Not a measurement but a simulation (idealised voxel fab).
process module | voxel transistor to metal
cross-section cut | 140 nm wide | cells 5 nm
A cross-section is a grid of square cells, given in bands from the top down. A band is one or more rows of cells.
Each band's line starts with the height of the band's top and of its bottom, in nm. Then come its materials from left to right, each with its width in nm. One material with "throughout" fills the band from edge to edge. "air" is empty space.
Height 0 is the level under which the wafer as received is all one material. The lowest band goes on downwards, as in "0 down".
A width such as "30 to 40" changes by the same amount from each row of cells to the next, from the band's top row to its bottom row.
"no change" after a step means that no cell of the cross-section changed.
closed voids: empty space of 8 cells or more with no open way to the top, each as width x height at its distance from the left edge, in nm
after a step's settings: what the simulator itself notes on the step
overlay nm, on a step with a mask: how far to the right of its planned place the mask lay; to the left if negative
plan
1 op RECEIVE | material Si
2 op CONFORMAL_DEP | material SiO2 | thk nm 5
3 op CONFORMAL_DEP | material SiN | thk nm 10
4 op PATTERN | tone cover | mask id ACTIVE | material resist | width nm 100 | thk nm 15 | overlay nm 0
5 op DIRECTIONAL_ETCH | etch materials SiN | depth nm 10
6 op DIRECTIONAL_ETCH | etch materials SiO2 | depth nm 5
7 op DIRECTIONAL_ETCH | etch materials Si | depth nm 35
8 op STRIP | etch materials resist
9 op FILL_DEP | material SiO2 | thk nm 10
10 op CMP | height nm 15
11 op SELECTIVE_ETCH | etch materials SiO2 | depth nm 5
12 op STRIP | etch materials SiN
13 op SELECTIVE_ETCH | etch materials SiO2 | depth nm 5
14 op OXIDIZE | depth nm 5
15 op DIRECTIONAL_DEP | material polySi | thk nm 20
16 op DIRECTIONAL_DEP | material SiCN | thk nm 10
17 op PATTERN | tone cover | mask id GATE | material resist | width nm 30 | thk nm 20 | overlay nm 0
18 op DIRECTIONAL_ETCH | etch materials SiCN | depth nm 20
19 op DIRECTIONAL_ETCH | etch materials polySi | depth nm 30
20 op STRIP | etch materials resist
21 op CONFORMAL_DEP | material SiO2 | thk nm 5
22 op DIRECTIONAL_ETCH | etch materials SiO2 | depth nm 5
23 op CONFORMAL_DEP | material SiN | thk nm 10
24 op DIRECTIONAL_ETCH | etch materials SiN | depth nm 10
25 op DIRECTIONAL_ETCH | etch materials SiO2 | depth nm 5
26 op DIRECTIONAL_ETCH | etch materials Si | depth nm 15
27 op EPI | material nSi | thk nm 15
28 op FILL_DEP | material SiO2 | thk nm 10
29 op CMP | height nm 20
30 op STRIP | etch materials polySi
31 op SELECTIVE_ETCH | etch materials SiO2 | depth nm 5
32 op CONFORMAL_DEP | material HfO2 | thk nm 5
33 op CONFORMAL_DEP | material TiN | thk nm 5
34 op FILL_DEP | material W | thk nm 10
35 op CMP | height nm 15
36 op DIRECTIONAL_DEP | material SiO2 | thk nm 10
37 op MASKED_ETCH | tone open | mask id CONTACT | width nm 15 | pitch nm 75 | etch materials SiO2 | depth nm 15 | overlay nm 0
38 op CONFORMAL_DEP | material TiN | thk nm 5
39 op FILL_DEP | material Ru | thk nm 10
40 op CMP | height nm 25
41 op DIRECTIONAL_DEP | material TiN | thk nm 5
42 op DIRECTIONAL_DEP | material Ru | thk nm 25
43 op MASKED_ETCH | tone cover | mask id METAL_1 | width nm 15 | pitch nm 75 | etch materials Ru | depth nm 25 | overlay nm 0
44 op MASKED_ETCH | tone cover | mask id METAL_1 | width nm 15 | pitch nm 75 | etch materials TiN | depth nm 5 | overlay nm 0
45 op FILL_DEP | material lowk | thk nm 5
46 op CMP | height nm 55
47 op CONFORMAL_DEP | material SiCN | thk nm 5
48 op DIRECTIONAL_DEP | material SiO2 | thk nm 30
49 op DIRECTIONAL_DEP | material aC | thk nm 15
50 op PATTERN | tone open | mask id METAL_2 | material resist | width nm 15 | pitch nm 75 | thk nm 35 | overlay nm 0
51 op DIRECTIONAL_ETCH | etch materials aC | depth nm 15
52 op STRIP | etch materials resist
53 op DIRECTIONAL_ETCH | etch materials SiO2 | depth nm 15
54 op STRIP | etch materials aC
55 op PATTERN | tone open | mask id METAL_2_HOLES | material resist | width nm 15 | pitch nm 75 | thk nm 20 | overlay nm 0
56 op DIRECTIONAL_ETCH | etch materials SiO2 | depth nm 15
57 op DIRECTIONAL_ETCH | etch materials SiCN | depth nm 5
58 op STRIP | etch materials resist
59 op CONFORMAL_DEP | material TiN | thk nm 5
60 op FILL_DEP | material Cu | thk nm 5
61 op CMP | height nm 90
62 op CONFORMAL_DEP | material SiN | thk nm 5
first wafer, as planned
as received, after step 1
  0 down: Si throughout
  closed voids: none
after step 2
  5 to 0: SiO2 throughout
  below 0: unchanged
after step 3
  15 to 5: SiN throughout
  below 5: unchanged
after step 4
  30 to 15: air 20 | resist 100 | air 20
  below 15: unchanged
after step 5
  30 to 15: air 20 | resist 100 | air 20
  15 to 5: air 20 | SiN 100 | air 20
  below 5: unchanged
after step 6
  30 to 15: air 20 | resist 100 | air 20
  15 to 5: air 20 | SiN 100 | air 20
  5 to 0: air 20 | SiO2 100 | air 20
  below 0: unchanged
after step 7
  30 to 15: air 20 | resist 100 | air 20
  15 to 5: air 20 | SiN 100 | air 20
  5 to 0: air 20 | SiO2 100 | air 20
  0 to -35: air 20 | Si 100 | air 20
  below -35: unchanged
after step 8
  15 to 5: air 20 | SiN 100 | air 20
  below 5: unchanged
after step 9
  25 to 15: SiO2 throughout
  15 to 5: SiO2 20 | SiN 100 | SiO2 20
  5 to 0: SiO2 throughout
  0 to -35: SiO2 20 | Si 100 | SiO2 20
  below -35: unchanged
after step 10
  15 to 5: SiO2 20 | SiN 100 | SiO2 20
  below 5: unchanged
after step 11
  15 to 10: air 20 | SiN 100 | air 20
  below 10: unchanged
after step 12
  10 to 5: SiO2 20 | air 100 | SiO2 20
  below 5: unchanged
after step 13
  5 to 0: SiO2 15 | air 110 | SiO2 15
  below 0: unchanged
after step 14
  5 to 0: SiO2 15 | air 110 | SiO2 15
  0 to -5: SiO2 throughout
  below -5: unchanged
after step 15
  25 to 20: polySi 15 | air 110 | polySi 15
  20 to 5: polySi throughout
  5 to 0: SiO2 15 | polySi 110 | SiO2 15
  below 0: unchanged
after step 16
  35 to 30: SiCN 15 | air 110 | SiCN 15
  30 to 25: SiCN throughout
  25 to 20: polySi 15 | SiCN 110 | polySi 15
  below 20: unchanged
after step 17
  55 to 35: air 55 | resist 30 | air 55
  35 to 30: SiCN 15 | air 40 | resist 30 | air 40 | SiCN 15
  below 30: unchanged
after step 18
  55 to 30: air 55 | resist 30 | air 55
  30 to 25: air 55 | SiCN 30 | air 55
  25 to 20: polySi 15 | air 40 | SiCN 30 | air 40 | polySi 15
  below 20: unchanged
after step 19
  55 to 30: air 55 | resist 30 | air 55
  30 to 20: air 55 | SiCN 30 | air 55
  20 to 5: air 55 | polySi 30 | air 55
  5 to 0: SiO2 15 | air 40 | polySi 30 | air 40 | SiO2 15
  below 0: unchanged
after step 20
  30 to 20: air 55 | SiCN 30 | air 55
  below 20: unchanged
after step 21
  35 to 30: air 50 | SiO2 40 | air 50
  30 to 20: air 50 | SiO2 5 | SiCN 30 | SiO2 5 | air 50
  20 to 10: air 50 | SiO2 5 | polySi 30 | SiO2 5 | air 50
  10 to 5: SiO2 20 | air 30 | SiO2 5 | polySi 30 | SiO2 5 | air 30 | SiO2 20
  5 to 0: SiO2 55 | polySi 30 | SiO2 55
  below 0: unchanged
after step 22
  30 to 20: air 50 | SiO2 5 | SiCN 30 | SiO2 5 | air 50
  20 to 5: air 50 | SiO2 5 | polySi 30 | SiO2 5 | air 50
  5 to 0: SiO2 20 | air 30 | SiO2 5 | polySi 30 | SiO2 5 | air 30 | SiO2 20
  below 0: unchanged
after step 23
  40 to 30: air 40 | SiN 60 | air 40
  30 to 20: air 40 | SiN 10 | SiO2 5 | SiCN 30 | SiO2 5 | SiN 10 | air 40
  20 to 15: air 40 | SiN 10 | SiO2 5 | polySi 30 | SiO2 5 | SiN 10 | air 40
  15 to 10: SiN 30 | air 10 | SiN 10 | SiO2 5 | polySi 30 | SiO2 5 | SiN 10 | air 10 | SiN 30
  10 to 5: SiN 50 | SiO2 5 | polySi 30 | SiO2 5 | SiN 50
  5 to 0: SiO2 20 | SiN 30 | SiO2 5 | polySi 30 | SiO2 5 | SiN 30 | SiO2 20
  below 0: unchanged
after step 24
  30 to 20: air 40 | SiN 10 | SiO2 5 | SiCN 30 | SiO2 5 | SiN 10 | air 40
  20 to 5: air 40 | SiN 10 | SiO2 5 | polySi 30 | SiO2 5 | SiN 10 | air 40
  5 to 0: SiO2 20 | SiN 10 | air 10 | SiN 10 | SiO2 5 | polySi 30 | SiO2 5 | SiN 10 | air 10 | SiN 10 | SiO2 20
  below 0: unchanged
after step 25
  30 to 25: air 40 | SiN 10 | air 5 | SiCN 30 | air 5 | SiN 10 | air 40
  25 to 20: air 40 | SiN 10 | SiO2 5 | SiCN 30 | SiO2 5 | SiN 10 | air 40
  20 to 5: air 40 | SiN 10 | SiO2 5 | polySi 30 | SiO2 5 | SiN 10 | air 40
  5 to 0: air 20 | SiN 10 | air 10 | SiN 10 | SiO2 5 | polySi 30 | SiO2 5 | SiN 10 | air 10 | SiN 10 | air 20
  0 to -5: SiO2 30 | air 10 | SiO2 60 | air 10 | SiO2 30
  below -5: unchanged
after step 26
  30 to 25: air 40 | SiN 10 | air 5 | SiCN 30 | air 5 | SiN 10 | air 40
  25 to 20: air 40 | SiN 10 | SiO2 5 | SiCN 30 | SiO2 5 | SiN 10 | air 40
  20 to 5: air 40 | SiN 10 | SiO2 5 | polySi 30 | SiO2 5 | SiN 10 | air 40
  5 to 0: air 20 | SiN 10 | air 10 | SiN 10 | SiO2 5 | polySi 30 | SiO2 5 | SiN 10 | air 10 | SiN 10 | air 20
  0 to -5: SiO2 30 | air 10 | SiO2 60 | air 10 | SiO2 30
  -5 to -20: SiO2 20 | Si 10 | air 10 | Si 60 | air 10 | Si 10 | SiO2 20
  below -20: unchanged
after step 27
  30 to 25: air 40 | SiN 10 | air 5 | SiCN 30 | air 5 | SiN 10 | air 40
  25 to 20: air 40 | SiN 10 | SiO2 5 | SiCN 30 | SiO2 5 | SiN 10 | air 40
  20 to 10: air 40 | SiN 10 | SiO2 5 | polySi 30 | SiO2 5 | SiN 10 | air 40
  10 to 5: air 25 | nSi 15 | SiN 10 | SiO2 5 | polySi 30 | SiO2 5 | SiN 10 | nSi 15 | air 25
  5 to 0: air 20 | SiN 10 | nSi 10 | SiN 10 | SiO2 5 | polySi 30 | SiO2 5 | SiN 10 | nSi 10 | SiN 10 | air 20
  0 to -5: SiO2 30 | nSi 10 | SiO2 60 | nSi 10 | SiO2 30
  -5 to -20: SiO2 20 | Si 10 | nSi 10 | Si 60 | nSi 10 | Si 10 | SiO2 20
  below -20: unchanged
after step 28
  40 to 30: SiO2 throughout
  30 to 20: SiO2 40 | SiN 10 | SiO2 5 | SiCN 30 | SiO2 5 | SiN 10 | SiO2 40
  20 to 10: SiO2 40 | SiN 10 | SiO2 5 | polySi 30 | SiO2 5 | SiN 10 | SiO2 40
  10 to 5: SiO2 25 | nSi 15 | SiN 10 | SiO2 5 | polySi 30 | SiO2 5 | SiN 10 | nSi 15 | SiO2 25
  5 to 0: SiO2 20 | SiN 10 | nSi 10 | SiN 10 | SiO2 5 | polySi 30 | SiO2 5 | SiN 10 | nSi 10 | SiN 10 | SiO2 20
  below 0: unchanged
after step 29
  20 to 10: SiO2 40 | SiN 10 | SiO2 5 | polySi 30 | SiO2 5 | SiN 10 | SiO2 40
  below 10: unchanged
after step 30
  20 to 10: SiO2 40 | SiN 10 | SiO2 5 | air 30 | SiO2 5 | SiN 10 | SiO2 40
  10 to 5: SiO2 25 | nSi 15 | SiN 10 | SiO2 5 | air 30 | SiO2 5 | SiN 10 | nSi 15 | SiO2 25
  5 to 0: SiO2 20 | SiN 10 | nSi 10 | SiN 10 | SiO2 5 | air 30 | SiO2 5 | SiN 10 | nSi 10 | SiN 10 | SiO2 20
  below 0: unchanged
after step 31
  20 to 15: air 40 | SiN 10 | air 40 | SiN 10 | air 40
  15 to 10: SiO2 40 | SiN 10 | air 40 | SiN 10 | SiO2 40
  10 to 5: SiO2 25 | nSi 15 | SiN 10 | air 40 | SiN 10 | nSi 15 | SiO2 25
  5 to 0: SiO2 20 | SiN 10 | nSi 10 | SiN 10 | air 40 | SiN 10 | nSi 10 | SiN 10 | SiO2 20
  0 to -5: SiO2 30 | nSi 10 | SiO2 10 | air 40 | SiO2 10 | nSi 10 | SiO2 30
  below -5: unchanged
after step 32
  25 to 20: air 35 | HfO2 20 | air 30 | HfO2 20 | air 35
  20 to 15: HfO2 40 | SiN 10 | HfO2 5 | air 30 | HfO2 5 | SiN 10 | HfO2 40
  15 to 10: SiO2 40 | SiN 10 | HfO2 5 | air 30 | HfO2 5 | SiN 10 | SiO2 40
  10 to 5: SiO2 25 | nSi 15 | SiN 10 | HfO2 5 | air 30 | HfO2 5 | SiN 10 | nSi 15 | SiO2 25
  5 to 0: SiO2 20 | SiN 10 | nSi 10 | SiN 10 | HfO2 5 | air 30 | HfO2 5 | SiN 10 | nSi 10 | SiN 10 | SiO2 20
  0 to -5: SiO2 30 | nSi 10 | SiO2 10 | HfO2 40 | SiO2 10 | nSi 10 | SiO2 30
  below -5: unchanged
after step 33
  30 to 25: air 30 | TiN 30 | air 20 | TiN 30 | air 30
  25 to 20: TiN 35 | HfO2 20 | TiN 5 | air 20 | TiN 5 | HfO2 20 | TiN 35
  20 to 15: HfO2 40 | SiN 10 | HfO2 5 | TiN 5 | air 20 | TiN 5 | HfO2 5 | SiN 10 | HfO2 40
  15 to 10: SiO2 40 | SiN 10 | HfO2 5 | TiN 5 | air 20 | TiN 5 | HfO2 5 | SiN 10 | SiO2 40
  10 to 5: SiO2 25 | nSi 15 | SiN 10 | HfO2 5 | TiN 5 | air 20 | TiN 5 | HfO2 5 | SiN 10 | nSi 15 | SiO2 25
  5 to 0: SiO2 20 | SiN 10 | nSi 10 | SiN 10 | HfO2 5 | TiN 30 | HfO2 5 | SiN 10 | nSi 10 | SiN 10 | SiO2 20
  below 0: unchanged
after step 34
  40 to 30: W throughout
  30 to 25: W 30 | TiN 30 | W 20 | TiN 30 | W 30
  25 to 20: TiN 35 | HfO2 20 | TiN 5 | W 20 | TiN 5 | HfO2 20 | TiN 35
  20 to 15: HfO2 40 | SiN 10 | HfO2 5 | TiN 5 | W 20 | TiN 5 | HfO2 5 | SiN 10 | HfO2 40
  15 to 10: SiO2 40 | SiN 10 | HfO2 5 | TiN 5 | W 20 | TiN 5 | HfO2 5 | SiN 10 | SiO2 40
  10 to 5: SiO2 25 | nSi 15 | SiN 10 | HfO2 5 | TiN 5 | W 20 | TiN 5 | HfO2 5 | SiN 10 | nSi 15 | SiO2 25
  below 5: unchanged
after step 35
  15 to 10: SiO2 40 | SiN 10 | HfO2 5 | TiN 5 | W 20 | TiN 5 | HfO2 5 | SiN 10 | SiO2 40
  below 10: unchanged
after step 36
  25 to 15: SiO2 throughout
  below 15: unchanged
after step 37
  25 to 15: SiO2 25 | air 15 | SiO2 60 | air 15 | SiO2 25
  15 to 10: SiO2 25 | air 15 | SiN 10 | HfO2 5 | TiN 5 | W 20 | TiN 5 | HfO2 5 | SiN 10 | air 15 | SiO2 25
  below 10: unchanged
after step 38
  30 to 25: TiN 30 | air 5 | TiN 70 | air 5 | TiN 30
  25 to 15: SiO2 25 | TiN 5 | air 5 | TiN 5 | SiO2 60 | TiN 5 | air 5 | TiN 5 | SiO2 25
  15 to 10: SiO2 25 | TiN 15 | SiN 10 | HfO2 5 | TiN 5 | W 20 | TiN 5 | HfO2 5 | SiN 10 | TiN 15 | SiO2 25
  below 10: unchanged
after step 39
  40 to 30: Ru throughout
  30 to 25: TiN 30 | Ru 5 | TiN 70 | Ru 5 | TiN 30
  25 to 15: SiO2 25 | TiN 5 | Ru 5 | TiN 5 | SiO2 60 | TiN 5 | Ru 5 | TiN 5 | SiO2 25
  below 15: unchanged
after step 40
  25 to 15: SiO2 25 | TiN 5 | Ru 5 | TiN 5 | SiO2 60 | TiN 5 | Ru 5 | TiN 5 | SiO2 25
  below 15: unchanged
after step 41
  30 to 25: TiN throughout
  below 25: unchanged
after step 42
  55 to 30: Ru throughout
  below 30: unchanged
after step 43
  55 to 30: air 25 | Ru 15 | air 60 | Ru 15 | air 25
  below 30: unchanged
after step 44
  55 to 30: air 25 | Ru 15 | air 60 | Ru 15 | air 25
  30 to 25: air 25 | TiN 15 | air 60 | TiN 15 | air 25
  below 25: unchanged
after step 45
  60 to 55: lowk throughout
  55 to 30: lowk 25 | Ru 15 | lowk 60 | Ru 15 | lowk 25
  30 to 25: lowk 25 | TiN 15 | lowk 60 | TiN 15 | lowk 25
  below 25: unchanged
after step 46
  55 to 30: lowk 25 | Ru 15 | lowk 60 | Ru 15 | lowk 25
  below 30: unchanged
after step 47
  60 to 55: SiCN throughout
  below 55: unchanged
after step 48
  90 to 60: SiO2 throughout
  below 60: unchanged
after step 49
  105 to 90: aC throughout
  below 90: unchanged
after step 50
  140 to 105: resist 25 | air 15 | resist 60 | air 15 | resist 25
  below 105: unchanged
after step 51
  125 to 105: resist 25 | air 15 | resist 60 | air 15 | resist 25
  105 to 90: aC 25 | air 15 | aC 60 | air 15 | aC 25
  below 90: unchanged
after step 52
  105 to 90: aC 25 | air 15 | aC 60 | air 15 | aC 25
  below 90: unchanged
after step 53
  105 to 90: aC 25 | air 15 | aC 60 | air 15 | aC 25
  90 to 75: SiO2 25 | air 15 | SiO2 60 | air 15 | SiO2 25
  below 75: unchanged
after step 54
  90 to 75: SiO2 25 | air 15 | SiO2 60 | air 15 | SiO2 25
  below 75: unchanged
after step 55
  110 to 90: resist 25 | air 15 | resist 60 | air 15 | resist 25
  below 90: unchanged
after step 56
  110 to 90: resist 25 | air 15 | resist 60 | air 15 | resist 25
  90 to 60: SiO2 25 | air 15 | SiO2 60 | air 15 | SiO2 25
  below 60: unchanged
after step 57
  110 to 90: resist 25 | air 15 | resist 60 | air 15 | resist 25
  90 to 60: SiO2 25 | air 15 | SiO2 60 | air 15 | SiO2 25
  60 to 55: SiCN 25 | air 15 | SiCN 60 | air 15 | SiCN 25
  below 55: unchanged
after step 58
  90 to 60: SiO2 25 | air 15 | SiO2 60 | air 15 | SiO2 25
  below 60: unchanged
after step 59
  95 to 90: TiN 30 | air 5 | TiN 70 | air 5 | TiN 30
  90 to 60: SiO2 25 | TiN 5 | air 5 | TiN 5 | SiO2 60 | TiN 5 | air 5 | TiN 5 | SiO2 25
  60 to 55: SiCN 25 | TiN 15 | SiCN 60 | TiN 15 | SiCN 25
  below 55: unchanged
after step 60
  100 to 95: Cu throughout
  95 to 90: TiN 30 | Cu 5 | TiN 70 | Cu 5 | TiN 30
  90 to 60: SiO2 25 | TiN 5 | Cu 5 | TiN 5 | SiO2 60 | TiN 5 | Cu 5 | TiN 5 | SiO2 25
  below 60: unchanged
after step 61
  90 to 60: SiO2 25 | TiN 5 | Cu 5 | TiN 5 | SiO2 60 | TiN 5 | Cu 5 | TiN 5 | SiO2 25
  below 60: unchanged
after step 62
  95 to 90: SiN throughout
  below 90: unchanged
second wafer: like start, like plan, one mistake. Through step 35 it matches the first wafer
when step 36 should have ended
  25 to 15: Ru throughout
  below 15: unchanged
when step 37 should have ended: no change
when step 38 should have ended
  30 to 25: TiN throughout
  below 25: unchanged
when step 39 should have ended
  40 to 30: Ru throughout
  below 30: unchanged
when step 40 should have ended
  25 to 15: Ru throughout
  below 15: unchanged
when step 41 should have ended
  30 to 25: TiN throughout
  below 25: unchanged
when step 42 should have ended
  55 to 30: Ru throughout
  below 30: unchanged
when step 43 should have ended
  55 to 30: air 25 | Ru 15 | air 60 | Ru 15 | air 25
  below 30: unchanged
when step 44 should have ended
  55 to 30: air 25 | Ru 15 | air 60 | Ru 15 | air 25
  30 to 25: air 25 | TiN 15 | air 60 | TiN 15 | air 25
  below 25: unchanged
when step 45 should have ended
  60 to 55: lowk throughout
  55 to 30: lowk 25 | Ru 15 | lowk 60 | Ru 15 | lowk 25
  30 to 25: lowk 25 | TiN 15 | lowk 60 | TiN 15 | lowk 25
  below 25: unchanged
when step 46 should have ended
  55 to 30: lowk 25 | Ru 15 | lowk 60 | Ru 15 | lowk 25
  below 30: unchanged
when step 47 should have ended
  60 to 55: SiCN throughout
  below 55: unchanged
when step 48 should have ended
  90 to 60: SiO2 throughout
  below 60: unchanged
when step 49 should have ended
  105 to 90: aC throughout
  below 90: unchanged
when step 50 should have ended
  140 to 105: resist 25 | air 15 | resist 60 | air 15 | resist 25
  below 105: unchanged
when step 51 should have ended
  125 to 105: resist 25 | air 15 | resist 60 | air 15 | resist 25
  105 to 90: aC 25 | air 15 | aC 60 | air 15 | aC 25
  below 90: unchanged
when step 52 should have ended
  105 to 90: aC 25 | air 15 | aC 60 | air 15 | aC 25
  below 90: unchanged
when step 53 should have ended
  105 to 90: aC 25 | air 15 | aC 60 | air 15 | aC 25
  90 to 75: SiO2 25 | air 15 | SiO2 60 | air 15 | SiO2 25
  below 75: unchanged
when step 54 should have ended
  90 to 75: SiO2 25 | air 15 | SiO2 60 | air 15 | SiO2 25
  below 75: unchanged
when step 55 should have ended
  110 to 90: resist 25 | air 15 | resist 60 | air 15 | resist 25
  below 90: unchanged
when step 56 should have ended
  110 to 90: resist 25 | air 15 | resist 60 | air 15 | resist 25
  90 to 60: SiO2 25 | air 15 | SiO2 60 | air 15 | SiO2 25
  below 60: unchanged
when step 57 should have ended
  110 to 90: resist 25 | air 15 | resist 60 | air 15 | resist 25
  90 to 60: SiO2 25 | air 15 | SiO2 60 | air 15 | SiO2 25
  60 to 55: SiCN 25 | air 15 | SiCN 60 | air 15 | SiCN 25
  below 55: unchanged
when step 58 should have ended
  90 to 60: SiO2 25 | air 15 | SiO2 60 | air 15 | SiO2 25
  below 60: unchanged
when step 59 should have ended
  95 to 90: TiN 30 | air 5 | TiN 70 | air 5 | TiN 30
  90 to 60: SiO2 25 | TiN 5 | air 5 | TiN 5 | SiO2 60 | TiN 5 | air 5 | TiN 5 | SiO2 25
  60 to 55: SiCN 25 | TiN 15 | SiCN 60 | TiN 15 | SiCN 25
  below 55: unchanged
when step 60 should have ended
  100 to 95: Cu throughout
  95 to 90: TiN 30 | Cu 5 | TiN 70 | Cu 5 | TiN 30
  90 to 60: SiO2 25 | TiN 5 | Cu 5 | TiN 5 | SiO2 60 | TiN 5 | Cu 5 | TiN 5 | SiO2 25
  below 60: unchanged
when step 61 should have ended
  90 to 60: SiO2 25 | TiN 5 | Cu 5 | TiN 5 | SiO2 60 | TiN 5 | Cu 5 | TiN 5 | SiO2 25
  below 60: unchanged
when step 62 should have ended
  95 to 90: SiN throughout
  below 90: unchanged
what went wrong: step 36 ran as: op DIRECTIONAL_DEP | material Ru | thk nm 10
at the end the second wafer has, in cells: 52 more of Ru | 38 fewer of SiO2 | 14 fewer of TiN
